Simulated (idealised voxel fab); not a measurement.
Title: Process Module voxel gate over fins
260 nm wide, 5 nm square cells: that's cross-section cut.
Each cross-section below is a grid of square cells, stated as bands in top-down order, with one or more rows of cells making up each band.
Per band: top height and bottom height in nm, followed by the left-to-right materials and their widths in nm; "full width" marks a single material spanning edge to edge, "empty" marks empty space.
The level at which height equals 0 is the one under which the wafer, as it arrives, is entirely one material. No lower edge exists for the bottom band, which continues downward and is notated as in "0..down".
Width spec "30->40" -> top row of cells at first value, bottom row at second value, equal per-row change in between.
What does "nothing changed" mean for a step? It means no cell of the cross-section changed in that step.
"Enclosed void listing": sealed empty spaces, 8 cells or more, no open way to top, listed width x height at distance, with distance from the left edge and width, height and distance in nm.
On each step's line, the part that comes after the settings is the simulator's own comment on the step.
A step's line can hold "overlay nm"; with a mask on that step, the setting says how far right of the planned place the mask lay, while a negative setting says it lay to the left.

The steps planned for the process are as follows
1. RECEIVE [material Si]
2. CONFORMAL_DEP [material SiN] [thk nm 10]
3. MASKED_ETCH [tone cover] [mask id FINS] [width nm 15] [pitch nm 45] [etch materials SiN] [depth nm 10] [overlay nm 0]
4. MASKED_ETCH [tone cover] [mask id FINS] [width nm 15] [pitch nm 45] [etch materials Si] [depth nm 35] [overlay nm 0]
5. OXIDIZE [depth nm 5]
6. FILL_DEP [material SiO2] [thk nm 15]
7. CMP [height nm 10]
8. SELECTIVE_ETCH [etch materials SiO2] [depth nm 20]
9. STRIP [etch materials SiN]
10. CONFORMAL_DEP [material HfO2] [thk nm 5]
11. CONFORMAL_DEP [material TiN] [thk nm 5]
12. CONFORMAL_DEP [material TiAl] [thk nm 5]
13. CONFORMAL_DEP [material TiN] [thk nm 5]
14. FILL_DEP [material W] [thk nm 15]
15. CMP [height nm 30]
16. CONFORMAL_DEP [material SiN] [thk nm 10]

So this is the incoming wafer in cross-section - it's already been through step 1
    0..down | Si full width
    Enclosed void listing: none

Module complete, cross-section. Starting point and plan per above. One mistake made in running the module
    40..30 | SiN full width
    30..15 | W full width
    15..10 | 65 W; 35 TiN; 10 W; 35 TiN; 10 W; 35 TiN; 70 W
    10..5 | 65 W; 5 TiN; 25 TiAl; 5 TiN; 10 W; 5 TiN; 25 TiAl; 5 TiN; 10 W; 5 TiN; 25 TiAl; 5 TiN; 70 W
    5..0 | 70 TiN; 5 TiAl; 15 HfO2; 5 TiAl; 20 TiN; 5 TiAl; 15 HfO2; 5 TiAl; 20 TiN; 5 TiAl; 15 HfO2; 5 TiAl; 75 TiN
    0..-5 | 75 TiAl; 5 HfO2; 5 Si; 5 HfO2; 30 TiAl; 5 HfO2; 5 Si; 5 HfO2; 30 TiAl; 5 HfO2; 5 Si; 5 HfO2; 80 TiAl
    -5..-10 | 80 HfO2; 5 Si; 40 HfO2; 5 Si; 40 HfO2; 5 Si; 85 HfO2
    -10..-40 | 80 SiO2; 5 Si; 40 SiO2; 5 Si; 40 SiO2; 5 Si; 85 SiO2
    -40..down | Si full width
    Enclosed void listing: none
Plan not followed: heads up, step 11 of the plan was skipped and never actually ran
